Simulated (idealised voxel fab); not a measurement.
A process module follows: voxel gate over fins.
Each square cell in cross-section cut measures 5 nm, and the section as a whole is 295 nm wide.
Throughout this document, each cross-section is represented as a grid of square cells and is presented as a sequence of bands enumerated from the top downward, where a band comprises one or more rows of cells.
For a band, the entry starts with two heights in nm, that of the top and then that of the bottom, and carries on with the band's materials in order from left to right, each alongside its width in nm; the word "full width" beside a single material means it fills the band edge to edge, and "air" means empty space.
Below 0: as-received wafer, all one material; heights counted from there. Lowest band: no bottom, goes on down, written "0 nm and below".
Top row gets the first number, bottom row gets the second, and each row in between changes by the same step: that is how a band width like "30->40" works.
Step note "nothing altered" = no cross-section cell changed.
The label "Closed internal cavities" introduces a list of the empty spaces, 8 cells or larger, that have no open way up to the top; each entry in it reads width x height at distance, where the distance is taken from the left edge and all three are stated in nm.
Post-settings text on a step line: simulator's own remark regarding the step.
overlay nm: mask offset rightward from planned place, masked step; negative means leftward offset.

**List of planned process steps**
1) RECEIVE | material Si
2) CONFORMAL_DEP | material SiN | thk nm 10
3) PATTERN | tone cover | mask id FINS | material resist | width nm 15 | pitch nm 45 | thk nm 15 | overlay nm 0
4) DIRECTIONAL_ETCH | etch materials SiN | depth nm 10
5) DIRECTIONAL_ETCH | etch materials Si | depth nm 40
6) STRIP | etch materials resist
7) OXIDIZE | depth nm 5
8) FILL_DEP | material SiO2 | thk nm 15
9) CMP | height nm 10
10) SELECTIVE_ETCH | etch materials SiO2 | depth nm 25
11) STRIP | etch materials SiN
12) CONFORMAL_DEP | material HfO2 | thk nm 5
13) CONFORMAL_DEP | material TiN | thk nm 5
14) CONFORMAL_DEP | material TiAl | thk nm 5
15) CONFORMAL_DEP | material TiN | thk nm 5
16) FILL_DEP | material W | thk nm 15
17) CMP | height nm 30
18) CONFORMAL_DEP | material SiCN | thk nm 5

**Wafer, first of two, run as planned**

**So this is the incoming wafer in cross-section - it's already been through step 1**
	0 nm and below: Si full width
	Closed internal cavities: none

**The wafer, seen in cross-section, after step 2**
	10 nm to 0 nm: SiN full width
	below 0: unchanged

**The wafer, seen in cross-section, after step 3**
	25 nm to 10 nm: air 70 nm; resist 15 nm; air 30 nm; resist 15 nm; air 30 nm; resist 15 nm; air 30 nm; resist 15 nm; air 75 nm
	below 10: unchanged

**The wafer, seen in cross-section, after step 4**
	25 nm to 10 nm: air 70 nm; resist 15 nm; air 30 nm; resist 15 nm; air 30 nm; resist 15 nm; air 30 nm; resist 15 nm; air 75 nm
	10 nm to 0 nm: air 70 nm; SiN 15 nm; air 30 nm; SiN 15 nm; air 30 nm; SiN 15 nm; air 30 nm; SiN 15 nm; air 75 nm
	below 0: unchanged

**The wafer, seen in cross-section, after step 5**
	25 nm to 10 nm: air 70 nm; resist 15 nm; air 30 nm; resist 15 nm; air 30 nm; resist 15 nm; air 30 nm; resist 15 nm; air 75 nm
	10 nm to 0 nm: air 70 nm; SiN 15 nm; air 30 nm; SiN 15 nm; air 30 nm; SiN 15 nm; air 30 nm; SiN 15 nm; air 75 nm
	0 nm to -40 nm: air 70 nm; Si 15 nm; air 30 nm; Si 15 nm; air 30 nm; Si 15 nm; air 30 nm; Si 15 nm; air 75 nm
	below -40: unchanged

**The wafer, seen in cross-section, after step 6**
	10 nm to 0 nm: air 70 nm; SiN 15 nm; air 30 nm; SiN 15 nm; air 30 nm; SiN 15 nm; air 30 nm; SiN 15 nm; air 75 nm
	below 0: unchanged

**The wafer, seen in cross-section, after step 7**
	10 nm to 0 nm: air 70 nm; SiN 15 nm; air 30 nm; SiN 15 nm; air 30 nm; SiN 15 nm; air 30 nm; SiN 15 nm; air 75 nm
	0 nm to -40 nm: air 70 nm; SiO2 5 nm; Si 5 nm; SiO2 5 nm; air 30 nm; SiO2 5 nm; Si 5 nm; SiO2 5 nm; air 30 nm; SiO2 5 nm; Si 5 nm; SiO2 5 nm; air 30 nm; SiO2 5 nm; Si 5 nm; SiO2 5 nm; air 75 nm
	-40 nm to -45 nm: SiO2 75 nm; Si 5 nm; SiO2 40 nm; Si 5 nm; SiO2 40 nm; Si 5 nm; SiO2 40 nm; Si 5 nm; SiO2 80 nm
	below -45: unchanged

**The wafer, seen in cross-section, after step 8**
	25 nm to 10 nm: SiO2 full width
	10 nm to 0 nm: SiO2 70 nm; SiN 15 nm; SiO2 30 nm; SiN 15 nm; SiO2 30 nm; SiN 15 nm; SiO2 30 nm; SiN 15 nm; SiO2 75 nm
	0 nm to -45 nm: SiO2 75 nm; Si 5 nm; SiO2 40 nm; Si 5 nm; SiO2 40 nm; Si 5 nm; SiO2 40 nm; Si 5 nm; SiO2 80 nm
	below -45: unchanged

**The wafer, seen in cross-section, after step 9**
	10 nm to 0 nm: SiO2 70 nm; SiN 15 nm; SiO2 30 nm; SiN 15 nm; SiO2 30 nm; SiN 15 nm; SiO2 30 nm; SiN 15 nm; SiO2 75 nm
	below 0: unchanged

**The wafer, seen in cross-section, after step 10**
	10 nm to 0 nm: air 70 nm; SiN 15 nm; air 30 nm; SiN 15 nm; air 30 nm; SiN 15 nm; air 30 nm; SiN 15 nm; air 75 nm
	0 nm to -15 nm: air 75 nm; Si 5 nm; air 40 nm; Si 5 nm; air 40 nm; Si 5 nm; air 40 nm; Si 5 nm; air 80 nm
	below -15: unchanged

**The wafer, seen in cross-section, after step 11**
	0 nm to -15 nm: air 75 nm; Si 5 nm; air 40 nm; Si 5 nm; air 40 nm; Si 5 nm; air 40 nm; Si 5 nm; air 80 nm
	below -15: unchanged

**The wafer, seen in cross-section, after step 12**
	5 nm to 0 nm: air 70 nm; HfO2 15 nm; air 30 nm; HfO2 15 nm; air 30 nm; HfO2 15 nm; air 30 nm; HfO2 15 nm; air 75 nm
	0 nm to -10 nm: air 70 nm; HfO2 5 nm; Si 5 nm; HfO2 5 nm; air 30 nm; HfO2 5 nm; Si 5 nm; HfO2 5 nm; air 30 nm; HfO2 5 nm; Si 5 nm; HfO2 5 nm; air 30 nm; HfO2 5 nm; Si 5 nm; HfO2 5 nm; air 75 nm
	-10 nm to -15 nm: HfO2 75 nm; Si 5 nm; HfO2 40 nm; Si 5 nm; HfO2 40 nm; Si 5 nm; HfO2 40 nm; Si 5 nm; HfO2 80 nm
	below -15: unchanged

**The wafer, seen in cross-section, after step 13**
	10 nm to 5 nm: air 65 nm; TiN 25 nm; air 20 nm; TiN 25 nm; air 20 nm; TiN 25 nm; air 20 nm; TiN 25 nm; air 70 nm
	5 nm to 0 nm: air 65 nm; TiN 5 nm; HfO2 15 nm; TiN 5 nm; air 20 nm; TiN 5 nm; HfO2 15 nm; TiN 5 nm; air 20 nm; TiN 5 nm; HfO2 15 nm; TiN 5 nm; air 20 nm; TiN 5 nm; HfO2 15 nm; TiN 5 nm; air 70 nm
	0 nm to -5 nm: air 65 nm; TiN 5 nm; HfO2 5 nm; Si 5 nm; HfO2 5 nm; TiN 5 nm; air 20 nm; TiN 5 nm; HfO2 5 nm; Si 5 nm; HfO2 5 nm; TiN 5 nm; air 20 nm; TiN 5 nm; HfO2 5 nm; Si 5 nm; HfO2 5 nm; TiN 5 nm; air 20 nm; TiN 5 nm; HfO2 5 nm; Si 5 nm; HfO2 5 nm; TiN 5 nm; air 70 nm
	-5 nm to -10 nm: TiN 70 nm; HfO2 5 nm; Si 5 nm; HfO2 5 nm; TiN 30 nm; HfO2 5 nm; Si 5 nm; HfO2 5 nm; TiN 30 nm; HfO2 5 nm; Si 5 nm; HfO2 5 nm; TiN 30 nm; HfO2 5 nm; Si 5 nm; HfO2 5 nm; TiN 75 nm
	below -10: unchanged

**The wafer, seen in cross-section, after step 14**
	15 nm to 10 nm: air 60 nm; TiAl 35 nm; air 10 nm; TiAl 35 nm; air 10 nm; TiAl 35 nm; air 10 nm; TiAl 35 nm; air 65 nm
	10 nm to 5 nm: air 60 nm; TiAl 5 nm; TiN 25 nm; TiAl 5 nm; air 10 nm; TiAl 5 nm; TiN 25 nm; TiAl 5 nm; air 10 nm; TiAl 5 nm; TiN 25 nm; TiAl 5 nm; air 10 nm; TiAl 5 nm; TiN 25 nm; TiAl 5 nm; air 65 nm
	5 nm to 0 nm: air 60 nm; TiAl 5 nm; TiN 5 nm; HfO2 15 nm; TiN 5 nm; TiAl 5 nm; air 10 nm; TiAl 5 nm; TiN 5 nm; HfO2 15 nm; TiN 5 nm; TiAl 5 nm; air 10 nm; TiAl 5 nm; TiN 5 nm; HfO2 15 nm; TiN 5 nm; TiAl 5 nm; air 10 nm; TiAl 5 nm; TiN 5 nm; HfO2 15 nm; TiN 5 nm; TiAl 5 nm; air 65 nm
	0 nm to -5 nm: TiAl 65 nm; TiN 5 nm; HfO2 5 nm; Si 5 nm; HfO2 5 nm; TiN 5 nm; TiAl 20 nm; TiN 5 nm; HfO2 5 nm; Si 5 nm; HfO2 5 nm; TiN 5 nm; TiAl 20 nm; TiN 5 nm; HfO2 5 nm; Si 5 nm; HfO2 5 nm; TiN 5 nm; TiAl 20 nm; TiN 5 nm; HfO2 5 nm; Si 5 nm; HfO2 5 nm; TiN 5 nm; TiAl 70 nm
	below -5: unchanged

**The wafer, seen in cross-section, after step 15**
	20 nm to 15 nm: air 55 nm; TiN 180 nm; air 60 nm
	15 nm to 10 nm: air 55 nm; TiN 5 nm; TiAl 35 nm; TiN 10 nm; TiAl 35 nm; TiN 10 nm; TiAl 35 nm; TiN 10 nm; TiAl 35 nm; TiN 5 nm; air 60 nm
	10 nm to 5 nm: air 55 nm; TiN 5 nm; TiAl 5 nm; TiN 25 nm; TiAl 5 nm; TiN 10 nm; TiAl 5 nm; TiN 25 nm; TiAl 5 nm; TiN 10 nm; TiAl 5 nm; TiN 25 nm; TiAl 5 nm; TiN 10 nm; TiAl 5 nm; TiN 25 nm; TiAl 5 nm; TiN 5 nm; air 60 nm
	5 nm to 0 nm: TiN 60 nm; TiAl 5 nm; TiN 5 nm; HfO2 15 nm; TiN 5 nm; TiAl 5 nm; TiN 10 nm; TiAl 5 nm; TiN 5 nm; HfO2 15 nm; TiN 5 nm; TiAl 5 nm; TiN 10 nm; TiAl 5 nm; TiN 5 nm; HfO2 15 nm; TiN 5 nm; TiAl 5 nm; TiN 10 nm; TiAl 5 nm; TiN 5 nm; HfO2 15 nm; TiN 5 nm; TiAl 5 nm; TiN 65 nm
	below 0: unchanged

**The wafer, seen in cross-section, after step 16**
	35 nm to 20 nm: W full width
	20 nm to 15 nm: W 55 nm; TiN 180 nm; W 60 nm
	15 nm to 10 nm: W 55 nm; TiN 5 nm; TiAl 35 nm; TiN 10 nm; TiAl 35 nm; TiN 10 nm; TiAl 35 nm; TiN 10 nm; TiAl 35 nm; TiN 5 nm; W 60 nm
	10 nm to 5 nm: W 55 nm; TiN 5 nm; TiAl 5 nm; TiN 25 nm; TiAl 5 nm; TiN 10 nm; TiAl 5 nm; TiN 25 nm; TiAl 5 nm; TiN 10 nm; TiAl 5 nm; TiN 25 nm; TiAl 5 nm; TiN 10 nm; TiAl 5 nm; TiN 25 nm; TiAl 5 nm; TiN 5 nm; W 60 nm
	below 5: unchanged

**The wafer, seen in cross-section, after step 17**
	30 nm to 20 nm: W full width
	below 20: unchanged

**The wafer, seen in cross-section, after step 18**
	35 nm to 30 nm: SiCN full width
	below 30: unchanged

**Now the other wafer: same start, same recipe, but we messed up one thing when running it. Up to and including step 2 it's the same as the first one**

**Planned end of step 3: second wafer, cross-section**
	25 nm to 10 nm: air 60 nm; resist 15 nm; air 30 nm; resist 15 nm; air 30 nm; resist 15 nm; air 30 nm; resist 15 nm; air 85 nm
	below 10: unchanged

**Planned end of step 4: second wafer, cross-section**
	25 nm to 10 nm: air 60 nm; resist 15 nm; air 30 nm; resist 15 nm; air 30 nm; resist 15 nm; air 30 nm; resist 15 nm; air 85 nm
	10 nm to 0 nm: air 60 nm; SiN 15 nm; air 30 nm; SiN 15 nm; air 30 nm; SiN 15 nm; air 30 nm; SiN 15 nm; air 85 nm
	below 0: unchanged

**Planned end of step 5: second wafer, cross-section**
	25 nm to 10 nm: air 60 nm; resist 15 nm; air 30 nm; resist 15 nm; air 30 nm; resist 15 nm; air 30 nm; resist 15 nm; air 85 nm
	10 nm to 0 nm: air 60 nm; SiN 15 nm; air 30 nm; SiN 15 nm; air 30 nm; SiN 15 nm; air 30 nm; SiN 15 nm; air 85 nm
	0 nm to -40 nm: air 60 nm; Si 15 nm; air 30 nm; Si 15 nm; air 30 nm; Si 15 nm; air 30 nm; Si 15 nm; air 85 nm
	below -40: unchanged

**Planned end of step 6: second wafer, cross-section**
	10 nm to 0 nm: air 60 nm; SiN 15 nm; air 30 nm; SiN 15 nm; air 30 nm; SiN 15 nm; air 30 nm; SiN 15 nm; air 85 nm
	below 0: unchanged

**Planned end of step 7: second wafer, cross-section**
	10 nm to 0 nm: air 60 nm; SiN 15 nm; air 30 nm; SiN 15 nm; air 30 nm; SiN 15 nm; air 30 nm; SiN 15 nm; air 85 nm
	0 nm to -40 nm: air 60 nm; SiO2 5 nm; Si 5 nm; SiO2 5 nm; air 30 nm; SiO2 5 nm; Si 5 nm; SiO2 5 nm; air 30 nm; SiO2 5 nm; Si 5 nm; SiO2 5 nm; air 30 nm; SiO2 5 nm; Si 5 nm; SiO2 5 nm; air 85 nm
	-40 nm to -45 nm: SiO2 65 nm; Si 5 nm; SiO2 40 nm; Si 5 nm; SiO2 40 nm; Si 5 nm; SiO2 40 nm; Si 5 nm; SiO2 90 nm
	below -45: unchanged

**Planned end of step 8: second wafer, cross-section**
	25 nm to 10 nm: SiO2 full width
	10 nm to 0 nm: SiO2 60 nm; SiN 15 nm; SiO2 30 nm; SiN 15 nm; SiO2 30 nm; SiN 15 nm; SiO2 30 nm; SiN 15 nm; SiO2 85 nm
	0 nm to -45 nm: SiO2 65 nm; Si 5 nm; SiO2 40 nm; Si 5 nm; SiO2 40 nm; Si 5 nm; SiO2 40 nm; Si 5 nm; SiO2 90 nm
	below -45: unchanged

**Planned end of step 9: second wafer, cross-section**
	10 nm to 0 nm: SiO2 60 nm; SiN 15 nm; SiO2 30 nm; SiN 15 nm; SiO2 30 nm; SiN 15 nm; SiO2 30 nm; SiN 15 nm; SiO2 85 nm
	below 0: unchanged

**Planned end of step 10: second wafer, cross-section**
	10 nm to 0 nm: air 60 nm; SiN 15 nm; air 30 nm; SiN 15 nm; air 30 nm; SiN 15 nm; air 30 nm; SiN 15 nm; air 85 nm
	0 nm to -15 nm: air 65 nm; Si 5 nm; air 40 nm; Si 5 nm; air 40 nm; Si 5 nm; air 40 nm; Si 5 nm; air 90 nm
	below -15: unchanged

**Planned end of step 11: second wafer, cross-section**
	0 nm to -15 nm: air 65 nm; Si 5 nm; air 40 nm; Si 5 nm; air 40 nm; Si 5 nm; air 40 nm; Si 5 nm; air 90 nm
	below -15: unchanged

**Planned end of step 12: second wafer, cross-section**
	5 nm to 0 nm: air 60 nm; HfO2 15 nm; air 30 nm; HfO2 15 nm; air 30 nm; HfO2 15 nm; air 30 nm; HfO2 15 nm; air 85 nm
	0 nm to -10 nm: air 60 nm; HfO2 5 nm; Si 5 nm; HfO2 5 nm; air 30 nm; HfO2 5 nm; Si 5 nm; HfO2 5 nm; air 30 nm; HfO2 5 nm; Si 5 nm; HfO2 5 nm; air 30 nm; HfO2 5 nm; Si 5 nm; HfO2 5 nm; air 85 nm
	-10 nm to -15 nm: HfO2 65 nm; Si 5 nm; HfO2 40 nm; Si 5 nm; HfO2 40 nm; Si 5 nm; HfO2 40 nm; Si 5 nm; HfO2 90 nm
	below -15: unchanged

**Planned end of step 13: second wafer, cross-section**
	10 nm to 5 nm: air 55 nm; TiN 25 nm; air 20 nm; TiN 25 nm; air 20 nm; TiN 25 nm; air 20 nm; TiN 25 nm; air 80 nm
	5 nm to 0 nm: air 55 nm; TiN 5 nm; HfO2 15 nm; TiN 5 nm; air 20 nm; TiN 5 nm; HfO2 15 nm; TiN 5 nm; air 20 nm; TiN 5 nm; HfO2 15 nm; TiN 5 nm; air 20 nm; TiN 5 nm; HfO2 15 nm; TiN 5 nm; air 80 nm
	0 nm to -5 nm: air 55 nm; TiN 5 nm; HfO2 5 nm; Si 5 nm; HfO2 5 nm; TiN 5 nm; air 20 nm; TiN 5 nm; HfO2 5 nm; Si 5 nm; HfO2 5 nm; TiN 5 nm; air 20 nm; TiN 5 nm; HfO2 5 nm; Si 5 nm; HfO2 5 nm; TiN 5 nm; air 20 nm; TiN 5 nm; HfO2 5 nm; Si 5 nm; HfO2 5 nm; TiN 5 nm; air 80 nm
	-5 nm to -10 nm: TiN 60 nm; HfO2 5 nm; Si 5 nm; HfO2 5 nm; TiN 30 nm; HfO2 5 nm; Si 5 nm; HfO2 5 nm; TiN 30 nm; HfO2 5 nm; Si 5 nm; HfO2 5 nm; TiN 30 nm; HfO2 5 nm; Si 5 nm; HfO2 5 nm; TiN 85 nm
	below -10: unchanged

**Planned end of step 14: second wafer, cross-section**
	15 nm to 10 nm: air 50 nm; TiAl 35 nm; air 10 nm; TiAl 35 nm; air 10 nm; TiAl 35 nm; air 10 nm; TiAl 35 nm; air 75 nm
	10 nm to 5 nm: air 50 nm; TiAl 5 nm; TiN 25 nm; TiAl 5 nm; air 10 nm; TiAl 5 nm; TiN 25 nm; TiAl 5 nm; air 10 nm; TiAl 5 nm; TiN 25 nm; TiAl 5 nm; air 10 nm; TiAl 5 nm; TiN 25 nm; TiAl 5 nm; air 75 nm
	5 nm to 0 nm: air 50 nm; TiAl 5 nm; TiN 5 nm; HfO2 15 nm; TiN 5 nm; TiAl 5 nm; air 10 nm; TiAl 5 nm; TiN 5 nm; HfO2 15 nm; TiN 5 nm; TiAl 5 nm; air 10 nm; TiAl 5 nm; TiN 5 nm; HfO2 15 nm; TiN 5 nm; TiAl 5 nm; air 10 nm; TiAl 5 nm; TiN 5 nm; HfO2 15 nm; TiN 5 nm; TiAl 5 nm; air 75 nm
	0 nm to -5 nm: TiAl 55 nm; TiN 5 nm; HfO2 5 nm; Si 5 nm; HfO2 5 nm; TiN 5 nm; TiAl 20 nm; TiN 5 nm; HfO2 5 nm; Si 5 nm; HfO2 5 nm; TiN 5 nm; TiAl 20 nm; TiN 5 nm; HfO2 5 nm; Si 5 nm; HfO2 5 nm; TiN 5 nm; TiAl 20 nm; TiN 5 nm; HfO2 5 nm; Si 5 nm; HfO2 5 nm; TiN 5 nm; TiAl 80 nm
	below -5: unchanged

**Planned end of step 15: second wafer, cross-section**
	20 nm to 15 nm: air 45 nm; TiN 180 nm; air 70 nm
	15 nm to 10 nm: air 45 nm; TiN 5 nm; TiAl 35 nm; TiN 10 nm; TiAl 35 nm; TiN 10 nm; TiAl 35 nm; TiN 10 nm; TiAl 35 nm; TiN 5 nm; air 70 nm
	10 nm to 5 nm: air 45 nm; TiN 5 nm; TiAl 5 nm; TiN 25 nm; TiAl 5 nm; TiN 10 nm; TiAl 5 nm; TiN 25 nm; TiAl 5 nm; TiN 10 nm; TiAl 5 nm; TiN 25 nm; TiAl 5 nm; TiN 10 nm; TiAl 5 nm; TiN 25 nm; TiAl 5 nm; TiN 5 nm; air 70 nm
	5 nm to 0 nm: TiN 50 nm; TiAl 5 nm; TiN 5 nm; HfO2 15 nm; TiN 5 nm; TiAl 5 nm; TiN 10 nm; TiAl 5 nm; TiN 5 nm; HfO2 15 nm; TiN 5 nm; TiAl 5 nm; TiN 10 nm; TiAl 5 nm; TiN 5 nm; HfO2 15 nm; TiN 5 nm; TiAl 5 nm; TiN 10 nm; TiAl 5 nm; TiN 5 nm; HfO2 15 nm; TiN 5 nm; TiAl 5 nm; TiN 75 nm
	below 0: unchanged

**Planned end of step 16: second wafer, cross-section**
	35 nm to 20 nm: W full width
	20 nm to 15 nm: W 45 nm; TiN 180 nm; W 70 nm
	15 nm to 10 nm: W 45 nm; TiN 5 nm; TiAl 35 nm; TiN 10 nm; TiAl 35 nm; TiN 10 nm; TiAl 35 nm; TiN 10 nm; TiAl 35 nm; TiN 5 nm; W 70 nm
	10 nm to 5 nm: W 45 nm; TiN 5 nm; TiAl 5 nm; TiN 25 nm; TiAl 5 nm; TiN 10 nm; TiAl 5 nm; TiN 25 nm; TiAl 5 nm; TiN 10 nm; TiAl 5 nm; TiN 25 nm; TiAl 5 nm; TiN 10 nm; TiAl 5 nm; TiN 25 nm; TiAl 5 nm; TiN 5 nm; W 70 nm
	below 5: unchanged

**Planned end of step 17: second wafer, cross-section**
	30 nm to 20 nm: W full width
	below 20: unchanged

**Planned end of step 18: second wafer, cross-section**
	35 nm to 30 nm: SiCN full width
	below 30: unchanged
Against the plan, the run slipped here: off-plan run, step 3, actual operation and settings PATTERN | tone cover | mask id FINS | material resist | width nm 15 | pitch nm 45 | thk nm 15 | overlay nm -10
So at the finish, the second wafer's got exactly as many cells of each material as the first, just not in the same spots.
